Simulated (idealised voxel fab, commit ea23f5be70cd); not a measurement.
The name of this process module is voxel wiring stack.
FYI the section here is cut, 160 nm wide, cells are 5 nm squares.
In this document a cross-section is written as a grid of square cells. It is given as a series of bands, listed from the top down, and a band is one or more rows of cells.
Heads up on the band format: heights come first, top then bottom, in nm. After that it's the materials left to right, each with its width in nm. A single material flagged "everywhere" fills the whole band edge to edge, and "blank" means there's empty space there.
Height is counted from the level 0, under which the received wafer is composed throughout of one material. The lowest of the bands is not closed at the bottom but continues downward, in the notation "top 0, no bottom".
A width such as "30 to 40" changes by the same amount from each row of cells to the next, from the band's top row to its bottom row.
No cell of the cross-section changed in a step that is given as "no modifications".
Empty spaces counting at least 8 cells and having no open way to the top are listed in "Listed closed voids". The notation width x height at distance is used for each, the distance being from the left edge and all three values in nm.
Past the settings on a step's line: simulator remark, on that step.
What "overlay nm" on a step's line means: if the step has a mask, that mask lay this far to the right of its planned place, or, when the value is negative, to the left.

## plan
1,RECEIVE: material Si
2,CONFORMAL_DEP: material SiO2, thk nm 15
3,DIRECTIONAL_DEP: material TiN, thk nm 5
4,DIRECTIONAL_DEP: material W, thk nm 25
5,PATTERN: tone cover, mask id METAL_1, material resist, width nm 20, pitch nm 40, thk nm 20, overlay nm 0
6,DIRECTIONAL_ETCH: etch materials W, depth nm 25
7,DIRECTIONAL_ETCH: etch materials TiN, depth nm 5
8,STRIP: etch materials resist
9,FILL_DEP: material lowk, thk nm 10
10,CMP: height nm 45
11,CONFORMAL_DEP: material SiCN, thk nm 5
12,DIRECTIONAL_DEP: material lowk, thk nm 30
13,DIRECTIONAL_DEP: material aC, thk nm 15
14,PATTERN: tone open, mask id METAL_2, material resist, width nm 20, pitch nm 40, thk nm 30, overlay nm 0
15,DIRECTIONAL_ETCH: etch materials aC, depth nm 15
16,STRIP: etch materials resist
17,DIRECTIONAL_ETCH: etch materials lowk, depth nm 15
18,STRIP: etch materials aC
19,MASKED_ETCH: tone open, mask id METAL_2_HOLES, width nm 15, pitch nm 40, etch materials lowk, depth nm 15, overlay nm 0
20,MASKED_ETCH: tone open, mask id METAL_2_HOLES, width nm 15, pitch nm 40, etch materials SiCN, depth nm 5, overlay nm 0
21,CONFORMAL_DEP: material TiN, thk nm 5
22,FILL_DEP: material Cu, thk nm 10
23,CMP: height nm 80
24,CONFORMAL_DEP: material SiN, thk nm 5

## first wafer, as planned

## The cross-section here shows the wafer as received, i.e. in its state after step 1
  top 0, no bottom  Si everywhere
  Listed closed voids: none

## Cross-section through the wafer, step 2 finished
  top 15, bottom 0  SiO2 everywhere
  Below 0, the layers are the same as they were.

## Cross-section through the wafer, step 3 finished
  top 20, bottom 15  TiN everywhere
  Below 15, the layers are the same as they were.

## Cross-section through the wafer, step 4 finished
  top 45, bottom 20  W everywhere
  Below 20, the layers are the same as they were.

## Cross-section through the wafer, step 5 finished
  top 65, bottom 45  50 nm blank | 20 nm resist | 20 nm blank | 20 nm resist | 50 nm blank
  Below 45, the layers are the same as they were.

## Cross-section through the wafer, step 6 finished
  top 65, bottom 45  50 nm blank | 20 nm resist | 20 nm blank | 20 nm resist | 50 nm blank
  top 45, bottom 20  50 nm blank | 20 nm W | 20 nm blank | 20 nm W | 50 nm blank
  Below 20, the layers are the same as they were.

## Cross-section through the wafer, step 7 finished
  top 65, bottom 45  50 nm blank | 20 nm resist | 20 nm blank | 20 nm resist | 50 nm blank
  top 45, bottom 20  50 nm blank | 20 nm W | 20 nm blank | 20 nm W | 50 nm blank
  top 20, bottom 15  50 nm blank | 20 nm TiN | 20 nm blank | 20 nm TiN | 50 nm blank
  Below 15, the layers are the same as they were.

## Cross-section through the wafer, step 8 finished
  top 45, bottom 20  50 nm blank | 20 nm W | 20 nm blank | 20 nm W | 50 nm blank
  Below 20, the layers are the same as they were.

## Cross-section through the wafer, step 9 finished
  top 55, bottom 45  lowk everywhere
  top 45, bottom 20  50 nm lowk | 20 nm W | 20 nm lowk | 20 nm W | 50 nm lowk
  top 20, bottom 15  50 nm lowk | 20 nm TiN | 20 nm lowk | 20 nm TiN | 50 nm lowk
  Below 15, the layers are the same as they were.

## Cross-section through the wafer, step 10 finished
  top 45, bottom 20  50 nm lowk | 20 nm W | 20 nm lowk | 20 nm W | 50 nm lowk
  Below 20, the layers are the same as they were.

## Cross-section through the wafer, step 11 finished
  top 50, bottom 45  SiCN everywhere
  Below 45, the layers are the same as they were.

## Cross-section through the wafer, step 12 finished
  top 80, bottom 50  lowk everywhere
  Below 50, the layers are the same as they were.

## Cross-section through the wafer, step 13 finished
  top 95, bottom 80  aC everywhere
  Below 80, the layers are the same as they were.

## Cross-section through the wafer, step 14 finished
  top 125, bottom 95  50 nm resist | 20 nm blank | 20 nm resist | 20 nm blank | 50 nm resist
  Below 95, the layers are the same as they were.

## Cross-section through the wafer, step 15 finished
  top 110, bottom 95  50 nm resist | 20 nm blank | 20 nm resist | 20 nm blank | 50 nm resist
  top 95, bottom 80  50 nm aC | 20 nm blank | 20 nm aC | 20 nm blank | 50 nm aC
  Below 80, the layers are the same as they were.

## Cross-section through the wafer, step 16 finished
  top 95, bottom 80  50 nm aC | 20 nm blank | 20 nm aC | 20 nm blank | 50 nm aC
  Below 80, the layers are the same as they were.

## Cross-section through the wafer, step 17 finished
  top 95, bottom 80  50 nm aC | 20 nm blank | 20 nm aC | 20 nm blank | 50 nm aC
  top 80, bottom 65  50 nm lowk | 20 nm blank | 20 nm lowk | 20 nm blank | 50 nm lowk
  Below 65, the layers are the same as they were.

## Cross-section through the wafer, step 18 finished
  top 80, bottom 65  50 nm lowk | 20 nm blank | 20 nm lowk | 20 nm blank | 50 nm lowk
  Below 65, the layers are the same as they were.

## Cross-section through the wafer, step 19 finished
  top 80, bottom 65  50 nm lowk | 20 nm blank | 20 nm lowk | 20 nm blank | 50 nm lowk
  top 65, bottom 50  50 nm lowk | 15 nm blank | 25 nm lowk | 15 nm blank | 55 nm lowk
  Below 50, the layers are the same as they were.

## Cross-section through the wafer, step 20 finished
  top 80, bottom 65  50 nm lowk | 20 nm blank | 20 nm lowk | 20 nm blank | 50 nm lowk
  top 65, bottom 50  50 nm lowk | 15 nm blank | 25 nm lowk | 15 nm blank | 55 nm lowk
  top 50, bottom 45  50 nm SiCN | 15 nm blank | 25 nm SiCN | 15 nm blank | 55 nm SiCN
  Below 45, the layers are the same as they were.

## Cross-section through the wafer, step 21 finished
  top 85, bottom 80  55 nm TiN | 10 nm blank | 30 nm TiN | 10 nm blank | 55 nm TiN
  top 80, bottom 70  50 nm lowk | 5 nm TiN | 10 nm blank | 5 nm TiN | 20 nm lowk | 5 nm TiN | 10 nm blank | 5 nm TiN | 50 nm lowk
  top 70, bottom 65  50 nm lowk | 5 nm TiN | 5 nm blank | 10 nm TiN | 20 nm lowk | 5 nm TiN | 5 nm blank | 10 nm TiN | 50 nm lowk
  top 65, bottom 50  50 nm lowk | 5 nm TiN | 5 nm blank | 5 nm TiN | 25 nm lowk | 5 nm TiN | 5 nm blank | 5 nm TiN | 55 nm lowk
  top 50, bottom 45  50 nm SiCN | 15 nm TiN | 25 nm SiCN | 15 nm TiN | 55 nm SiCN
  Below 45, the layers are the same as they were.

## Cross-section through the wafer, step 22 finished
  top 95, bottom 85  Cu everywhere
  top 85, bottom 80  55 nm TiN | 10 nm Cu | 30 nm TiN | 10 nm Cu | 55 nm TiN
  top 80, bottom 70  50 nm lowk | 5 nm TiN | 10 nm Cu | 5 nm TiN | 20 nm lowk | 5 nm TiN | 10 nm Cu | 5 nm TiN | 50 nm lowk
  top 70, bottom 65  50 nm lowk | 5 nm TiN | 5 nm Cu | 10 nm TiN | 20 nm lowk | 5 nm TiN | 5 nm Cu | 10 nm TiN | 50 nm lowk
  top 65, bottom 50  50 nm lowk | 5 nm TiN | 5 nm Cu | 5 nm TiN | 25 nm lowk | 5 nm TiN | 5 nm Cu | 5 nm TiN | 55 nm lowk
  Below 50, the layers are the same as they were.

## Cross-section through the wafer, step 23 finished
  top 80, bottom 70  50 nm lowk | 5 nm TiN | 10 nm Cu | 5 nm TiN | 20 nm lowk | 5 nm TiN | 10 nm Cu | 5 nm TiN | 50 nm lowk
  Below 70, the layers are the same as they were.

## Cross-section through the wafer, step 24 finished
  top 85, bottom 80  SiN everywhere
  Below 80, the layers are the same as they were.

## Wafer two of two - same starting point, same process plan, one mistake in execution; matches wafer one up to and including step 1

## The second wafer cut through, at the time step 2 was supposed to be finished
  top 30, bottom 0  SiO2 everywhere
  Below 0, the layers are the same as they were.

## The second wafer cut through, at the time step 3 was supposed to be finished
  top 35, bottom 30  TiN everywhere
  Below 30, the layers are the same as they were.

## The second wafer cut through, at the time step 4 was supposed to be finished
  top 60, bottom 35  W everywhere
  Below 35, the layers are the same as they were.

## The second wafer cut through, at the time step 5 was supposed to be finished
  top 80, bottom 60  50 nm blank | 20 nm resist | 20 nm blank | 20 nm resist | 50 nm blank
  Below 60, the layers are the same as they were.

## The second wafer cut through, at the time step 6 was supposed to be finished
  top 80, bottom 60  50 nm blank | 20 nm resist | 20 nm blank | 20 nm resist | 50 nm blank
  top 60, bottom 35  50 nm blank | 20 nm W | 20 nm blank | 20 nm W | 50 nm blank
  Below 35, the layers are the same as they were.

## The second wafer cut through, at the time step 7 was supposed to be finished
  top 80, bottom 60  50 nm blank | 20 nm resist | 20 nm blank | 20 nm resist | 50 nm blank
  top 60, bottom 35  50 nm blank | 20 nm W | 20 nm blank | 20 nm W | 50 nm blank
  top 35, bottom 30  50 nm blank | 20 nm TiN | 20 nm blank | 20 nm TiN | 50 nm blank
  Below 30, the layers are the same as they were.

## The second wafer cut through, at the time step 8 was supposed to be finished
  top 60, bottom 35  50 nm blank | 20 nm W | 20 nm blank | 20 nm W | 50 nm blank
  Below 35, the layers are the same as they were.

## The second wafer cut through, at the time step 9 was supposed to be finished
  top 70, bottom 60  lowk everywhere
  top 60, bottom 35  50 nm lowk | 20 nm W | 20 nm lowk | 20 nm W | 50 nm lowk
  top 35, bottom 30  50 nm lowk | 20 nm TiN | 20 nm lowk | 20 nm TiN | 50 nm lowk
  Below 30, the layers are the same as they were.

## The second wafer cut through, at the time step 10 was supposed to be finished
  top 45, bottom 35  50 nm lowk | 20 nm W | 20 nm lowk | 20 nm W | 50 nm lowk
  Below 35, the layers are the same as they were.

## The second wafer cut through, at the time step 11 was supposed to be finished
  top 50, bottom 45  SiCN everywhere
  Below 45, the layers are the same as they were.

## The second wafer cut through, at the time step 12 was supposed to be finished
  top 80, bottom 50  lowk everywhere
  Below 50, the layers are the same as they were.

## The second wafer cut through, at the time step 13 was supposed to be finished
  top 95, bottom 80  aC everywhere
  Below 80, the layers are the same as they were.

## The second wafer cut through, at the time step 14 was supposed to be finished
  top 125, bottom 95  50 nm resist | 20 nm blank | 20 nm resist | 20 nm blank | 50 nm resist
  Below 95, the layers are the same as they were.

## The second wafer cut through, at the time step 15 was supposed to be finished
  top 110, bottom 95  50 nm resist | 20 nm blank | 20 nm resist | 20 nm blank | 50 nm resist
  top 95, bottom 80  50 nm aC | 20 nm blank | 20 nm aC | 20 nm blank | 50 nm aC
  Below 80, the layers are the same as they were.

## The second wafer cut through, at the time step 16 was supposed to be finished
  top 95, bottom 80  50 nm aC | 20 nm blank | 20 nm aC | 20 nm blank | 50 nm aC
  Below 80, the layers are the same as they were.

## The second wafer cut through, at the time step 17 was supposed to be finished
  top 95, bottom 80  50 nm aC | 20 nm blank | 20 nm aC | 20 nm blank | 50 nm aC
  top 80, bottom 65  50 nm lowk | 20 nm blank | 20 nm lowk | 20 nm blank | 50 nm lowk
  Below 65, the layers are the same as they were.

## The second wafer cut through, at the time step 18 was supposed to be finished
  top 80, bottom 65  50 nm lowk | 20 nm blank | 20 nm lowk | 20 nm blank | 50 nm lowk
  Below 65, the layers are the same as they were.

## The second wafer cut through, at the time step 19 was supposed to be finished
  top 80, bottom 65  50 nm lowk | 20 nm blank | 20 nm lowk | 20 nm blank | 50 nm lowk
  top 65, bottom 50  50 nm lowk | 15 nm blank | 25 nm lowk | 15 nm blank | 55 nm lowk
  Below 50, the layers are the same as they were.

## The second wafer cut through, at the time step 20 was supposed to be finished
  top 80, bottom 65  50 nm lowk | 20 nm blank | 20 nm lowk | 20 nm blank | 50 nm lowk
  top 65, bottom 50  50 nm lowk | 15 nm blank | 25 nm lowk | 15 nm blank | 55 nm lowk
  top 50, bottom 45  50 nm SiCN | 15 nm blank | 25 nm SiCN | 15 nm blank | 55 nm SiCN
  Below 45, the layers are the same as they were.

## The second wafer cut through, at the time step 21 was supposed to be finished
  top 85, bottom 80  55 nm TiN | 10 nm blank | 30 nm TiN | 10 nm blank | 55 nm TiN
  top 80, bottom 70  50 nm lowk | 5 nm TiN | 10 nm blank | 5 nm TiN | 20 nm lowk | 5 nm TiN | 10 nm blank | 5 nm TiN | 50 nm lowk
  top 70, bottom 65  50 nm lowk | 5 nm TiN | 5 nm blank | 10 nm TiN | 20 nm lowk | 5 nm TiN | 5 nm blank | 10 nm TiN | 50 nm lowk
  top 65, bottom 50  50 nm lowk | 5 nm TiN | 5 nm blank | 5 nm TiN | 25 nm lowk | 5 nm TiN | 5 nm blank | 5 nm TiN | 55 nm lowk
  top 50, bottom 45  50 nm SiCN | 15 nm TiN | 25 nm SiCN | 15 nm TiN | 55 nm SiCN
  Below 45, the layers are the same as they were.

## The second wafer cut through, at the time step 22 was supposed to be finished
  top 95, bottom 85  Cu everywhere
  top 85, bottom 80  55 nm TiN | 10 nm Cu | 30 nm TiN | 10 nm Cu | 55 nm TiN
  top 80, bottom 70  50 nm lowk | 5 nm TiN | 10 nm Cu | 5 nm TiN | 20 nm lowk | 5 nm TiN | 10 nm Cu | 5 nm TiN | 50 nm lowk
  top 70, bottom 65  50 nm lowk | 5 nm TiN | 5 nm Cu | 10 nm TiN | 20 nm lowk | 5 nm TiN | 5 nm Cu | 10 nm TiN | 50 nm lowk
  top 65, bottom 50  50 nm lowk | 5 nm TiN | 5 nm Cu | 5 nm TiN | 25 nm lowk | 5 nm TiN | 5 nm Cu | 5 nm TiN | 55 nm lowk
  Below 50, the layers are the same as they were.

## The second wafer cut through, at the time step 23 was supposed to be finished
  top 80, bottom 70  50 nm lowk | 5 nm TiN | 10 nm Cu | 5 nm TiN | 20 nm lowk | 5 nm TiN | 10 nm Cu | 5 nm TiN | 50 nm lowk
  Below 70, the layers are the same as they were.

## The second wafer cut through, at the time step 24 was supposed to be finished
  top 85, bottom 80  SiN everywhere
  Below 80, the layers are the same as they were.
Plan not followed: regarding the plan, step 2 was run twice
Wafer comparison, final, in cells, second relative to first, materials more or fewer: +96 SiO2, -24 W, -72 lowk
